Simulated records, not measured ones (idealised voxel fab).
Title: Process Module voxel quadruple lines
Shown is cross-section cut, with a width of 240 nm and square cells of size 5 nm.
For the purposes of this document, a cross-section shall be understood as a grid of square cells, specified as bands listed in top-to-bottom order, each band consisting of one or more rows of cells. Band: top height; bottom height; in nm. Then, left to right: material with width in nm, for each material. "throughout": a single material spanning edge to edge. "blank": empty space. Note: height 0 marks the level under which the wafer is uniformly one material as received. Lowest band unbounded below, written "0 and below". When a width is written as two numbers, as in "30->40", the first number is the width in the top row of cells of the band and the second is the width in its bottom row, and the width changes by the same amount from each row to the next. A step reported as "identical to before" is a step in which no cell of the cross-section changed. The entry "Completely enclosed voids" lists the empty spaces that cover at least 8 cells and have no open path to the top. Each is written as width x height at distance, where the distance is measured from the left edge and all three values are in nm. It should be noted that, on the line of a given step, the content following the step's settings is a remark produced by the simulator itself with respect to that step. If you see "overlay nm" on a step's line and that step has a mask, it's telling you how far right of where it was planned the mask ended up; a negative number means it went left instead.
Intended process steps
1 RECEIVE [material Si]
2 CONFORMAL_DEP [material SiO2] [thk nm 5]
3 DIRECTIONAL_DEP [material W] [thk nm 10]
4 DIRECTIONAL_DEP [material polySi] [thk nm 15]
5 DIRECTIONAL_DEP [material aC] [thk nm 20]
6 PATTERN [tone cover] [mask id MANDREL] [material resist] [width nm 25] [pitch nm 80] [thk nm 30] [overlay nm 0]
7 DIRECTIONAL_ETCH [etch materials aC] [depth nm 20]
8 STRIP [etch materials resist]
9 CONFORMAL_DEP [material SiO2] [thk nm 15]
10 DIRECTIONAL_ETCH [etch materials SiO2] [depth nm 15]
11 STRIP [etch materials aC]
12 DIRECTIONAL_ETCH [etch materials polySi] [depth nm 15]
13 STRIP [etch materials SiO2]
14 CONFORMAL_DEP [material SiN] [thk nm 5]
15 DIRECTIONAL_ETCH [etch materials SiN] [depth nm 5]
16 STRIP [etch materials polySi]
17 DIRECTIONAL_ETCH [etch materials W] [depth nm 10]
18 STRIP [etch materials SiN]
Run as planned: first of two wafers
Step 1 complete: cross-section of the wafer as received
    0 and below  Si throughout
    Completely enclosed voids: none
The following cross-section depicts the wafer upon completion of step 2
    5 down to 0  SiO2 throughout
    Below 0 it's all the same as before, nothing changed down there.
The following cross-section depicts the wafer upon completion of step 3
    15 down to 5  W throughout
    Below 5 it's all the same as before, nothing changed down there.
The following cross-section depicts the wafer upon completion of step 4
    30 down to 15  polySi throughout
    Below 15 it's all the same as before, nothing changed down there.
The following cross-section depicts the wafer upon completion of step 5
    50 down to 30  aC throughout
    Below 30 it's all the same as before, nothing changed down there.
The following cross-section depicts the wafer upon completion of step 6
    80 down to 50  blank 65 | resist 25 | blank 55 | resist 25 | blank 70
    Below 50 it's all the same as before, nothing changed down there.
The following cross-section depicts the wafer upon completion of step 7
    60 down to 50  blank 65 | resist 25 | blank 55 | resist 25 | blank 70
    50 down to 30  blank 65 | aC 25 | blank 55 | aC 25 | blank 70
    Below 30 it's all the same as before, nothing changed down there.
The following cross-section depicts the wafer upon completion of step 8
    50 down to 30  blank 65 | aC 25 | blank 55 | aC 25 | blank 70
    Below 30 it's all the same as before, nothing changed down there.
The following cross-section depicts the wafer upon completion of step 9
    65 down to 50  blank 50 | SiO2 55 | blank 25 | SiO2 55 | blank 55
    50 down to 45  blank 50 | SiO2 15 | aC 25 | SiO2 15 | blank 25 | SiO2 15 | aC 25 | SiO2 15 | blank 55
    45 down to 30  SiO2 65 | aC 25 | SiO2 55 | aC 25 | SiO2 70
    Below 30 it's all the same as before, nothing changed down there.
The following cross-section depicts the wafer upon completion of step 10
    50 down to 30  blank 50 | SiO2 15 | aC 25 | SiO2 15 | blank 25 | SiO2 15 | aC 25 | SiO2 15 | blank 55
    Below 30 it's all the same as before, nothing changed down there.
The following cross-section depicts the wafer upon completion of step 11
    50 down to 30  blank 50 | SiO2 15 | blank 25 | SiO2 15 | blank 25 | SiO2 15 | blank 25 | SiO2 15 | blank 55
    Below 30 it's all the same as before, nothing changed down there.
The following cross-section depicts the wafer upon completion of step 12
    50 down to 30  blank 50 | SiO2 15 | blank 25 | SiO2 15 | blank 25 | SiO2 15 | blank 25 | SiO2 15 | blank 55
    30 down to 15  blank 50 | polySi 15 | blank 25 | polySi 15 | blank 25 | polySi 15 | blank 25 | polySi 15 | blank 55
    Below 15 it's all the same as before, nothing changed down there.
The following cross-section depicts the wafer upon completion of step 13
    30 down to 15  blank 50 | polySi 15 | blank 25 | polySi 15 | blank 25 | polySi 15 | blank 25 | polySi 15 | blank 55
    Below 15 it's all the same as before, nothing changed down there.
The following cross-section depicts the wafer upon completion of step 14
    35 down to 30  blank 45 | SiN 25 | blank 15 | SiN 25 | blank 15 | SiN 25 | blank 15 | SiN 25 | blank 50
    30 down to 20  blank 45 | SiN 5 | polySi 15 | SiN 5 | blank 15 | SiN 5 | polySi 15 | SiN 5 | blank 15 | SiN 5 | polySi 15 | SiN 5 | blank 15 | SiN 5 | polySi 15 | SiN 5 | blank 50
    20 down to 15  SiN 50 | polySi 15 | SiN 25 | polySi 15 | SiN 25 | polySi 15 | SiN 25 | polySi 15 | SiN 55
    Below 15 it's all the same as before, nothing changed down there.
The following cross-section depicts the wafer upon completion of step 15
    30 down to 15  blank 45 | SiN 5 | polySi 15 | SiN 5 | blank 15 | SiN 5 | polySi 15 | SiN 5 | blank 15 | SiN 5 | polySi 15 | SiN 5 | blank 15 | SiN 5 | polySi 15 | SiN 5 | blank 50
    Below 15 it's all the same as before, nothing changed down there.
The following cross-section depicts the wafer upon completion of step 16
    30 down to 15  blank 45 | SiN 5 | blank 15 | SiN 5 | blank 15 | SiN 5 | blank 15 | SiN 5 | blank 15 | SiN 5 | blank 15 | SiN 5 | blank 15 | SiN 5 | blank 15 | SiN 5 | blank 50
    Below 15 it's all the same as before, nothing changed down there.
The following cross-section depicts the wafer upon completion of step 17
    30 down to 15  blank 45 | SiN 5 | blank 15 | SiN 5 | blank 15 | SiN 5 | blank 15 | SiN 5 | blank 15 | SiN 5 | blank 15 | SiN 5 | blank 15 | SiN 5 | blank 15 | SiN 5 | blank 50
    15 down to 5  blank 45 | W 5 | blank 15 | W 5 | blank 15 | W 5 | blank 15 | W 5 | blank 15 | W 5 | blank 15 | W 5 | blank 15 | W 5 | blank 15 | W 5 | blank 50
    Below 5 it's all the same as before, nothing changed down there.
The following cross-section depicts the wafer upon completion of step 18
    15 down to 5  blank 45 | W 5 | blank 15 | W 5 | blank 15 | W 5 | blank 15 | W 5 | blank 15 | W 5 | blank 15 | W 5 | blank 15 | W 5 | blank 15 | W 5 | blank 50
    Below 5 it's all the same as before, nothing changed down there.
Wafer two of two - same starting point, same process plan, one mistake in execution; matches wafer one up to and including step 12
X-section, second wafer, when step 13 was due to finish
    30 down to 15  blank 50 | polySi 15 | blank 25 | polySi 15 | blank 25 | polySi 15 | blank 25 | polySi 15 | blank 55
    Below 15 it's all the same as before, nothing changed down there.
X-section, second wafer, when step 14 was due to finish
    35 down to 30  blank 45 | SiN 25 | blank 15 | SiN 25 | blank 15 | SiN 25 | blank 15 | SiN 25 | blank 50
    30 down to 20  blank 45 | SiN 5 | polySi 15 | SiN 5 | blank 15 | SiN 5 | polySi 15 | SiN 5 | blank 15 | SiN 5 | polySi 15 | SiN 5 | blank 15 | SiN 5 | polySi 15 | SiN 5 | blank 50
    20 down to 15  SiN 50 | polySi 15 | SiN 25 | polySi 15 | SiN 25 | polySi 15 | SiN 25 | polySi 15 | SiN 55
    Below 15 it's all the same as before, nothing changed down there.
X-section, second wafer, when step 15 was due to finish
    30 down to 15  blank 45 | SiN 5 | polySi 15 | SiN 5 | blank 15 | SiN 5 | polySi 15 | SiN 5 | blank 15 | SiN 5 | polySi 15 | SiN 5 | blank 15 | SiN 5 | polySi 15 | SiN 5 | blank 50
    Below 15 it's all the same as before, nothing changed down there.
X-section, second wafer, when step 16 was due to finish
    30 down to 15  blank 45 | SiN 5 | blank 15 | SiN 5 | blank 15 | SiN 5 | blank 15 | SiN 5 | blank 15 | SiN 5 | blank 15 | SiN 5 | blank 15 | SiN 5 | blank 15 | SiN 5 | blank 50
    Below 15 it's all the same as before, nothing changed down there.
X-section, second wafer, when step 17 was due to finish
    30 down to 15  blank 45 | SiN 5 | blank 15 | SiN 5 | blank 15 | SiN 5 | blank 15 | SiN 5 | blank 15 | SiN 5 | blank 15 | SiN 5 | blank 15 | SiN 5 | blank 15 | SiN 5 | blank 50
    15 down to 5  blank 45 | W 5 | blank 15 | W 5 | blank 15 | W 5 | blank 15 | W 5 | blank 15 | W 5 | blank 15 | W 5 | blank 15 | W 5 | blank 15 | W 5 | blank 50
    Below 5 it's all the same as before, nothing changed down there.
X-section, second wafer, when step 18 was due to finish
    15 down to 5  blank 45 | W 5 | blank 15 | W 5 | blank 15 | W 5 | blank 15 | W 5 | blank 15 | W 5 | blank 15 | W 5 | blank 15 | W 5 | blank 15 | W 5 | blank 50
    Below 5 it's all the same as before, nothing changed down there.
In executing the process, a mistake was made relative to the plan: twice over, step 13 of the plan was run
Outcome: the two wafer cross-sections end up identical, and the model's computation is unaffected by the mistake.
